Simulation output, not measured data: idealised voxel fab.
Herein follows the process module entitled voxel double patterning.
Shown is cross-section cut, with a width of 160 nm and square cells of size 5 nm.
We lay out every cross-section as a grid of square cells and spell it out in bands from the top down, where one band means one or more rows of cells.
This entry defines a band. It first specifies the height of the band's top and the height of its bottom in nm, and then specifies the band's materials from left to right, stating each material with its width in nm. The word "full width" identifies a single material that fills the band from edge to edge, while the word "air" identifies empty space.
It should be noted that heights are counted from 0, beneath which the wafer as supplied is of one material throughout, and that the lowest band possesses no lower boundary but continues downward, as written in "z 0 and below".
The two numbers in a width such as "30 to 40" mark its ends across the band: the first belongs to the top row of cells, the second to the bottom row, and from each row to the next the width moves by the same amount.
Given "no modifications" for a step, no cell of the cross-section differs between before and after that step.
Heads up: "Completely sealed voids" only lists the empty pockets with no open path to the top that are 8 cells or more, and it writes them as width x height at distance, distance from the left edge, in nm.
Formally, on a step line, whatever follows the settings is a remark that the simulator itself makes on the step.
overlay nm: how far to the right of its planned place the mask lay on this masked step (negative: to the left).
[Steps planned for the process]
| 1 | RECEIVE (material Si) |
| 2 | CONFORMAL_DEP (material SiO2; thk nm 10) |
| 3 | DIRECTIONAL_DEP (material W; thk nm 20) |
| 4 | DIRECTIONAL_DEP (material SiCN; thk nm 5) |
| 5 | MASKED_ETCH (tone open; mask id FIRST; width nm 15; pitch nm 50; etch materials SiCN; depth nm 5; overlay nm 0) |
| 6 | MASKED_ETCH (tone open; mask id SECOND; width nm 15; pitch nm 50; etch materials SiCN; depth nm 5; overlay nm 0) |
| 7 | DIRECTIONAL_ETCH (etch materials W; depth nm 20) |
| 8 | STRIP (etch materials SiCN) |
[As-received wafer cross-section (after step 1)]
    z 0 and below  Si full width
    Completely sealed voids: none
[Starting structure and process plan are as shown above, but one mistake was made in running the module; the wafer cross-section at the end of the module follows]
    z 30 to 10  W 15 nm  air 15 nm  W 15 nm  air 15 nm  W 5 nm  air 15 nm  W 15 nm  air 15 nm  W 5 nm  air 15 nm  W 30 nm
    z 10 to 0  SiO2 full width
    z 0 and below  Si full width
    Completely sealed voids: none
what went wrong: step 5 ran with different settings than intended, the actual operation and settings being MASKED_ETCH (tone open; mask id FIRST; width nm 15; pitch nm 50; etch materials SiCN; depth nm 5; overlay nm -5)
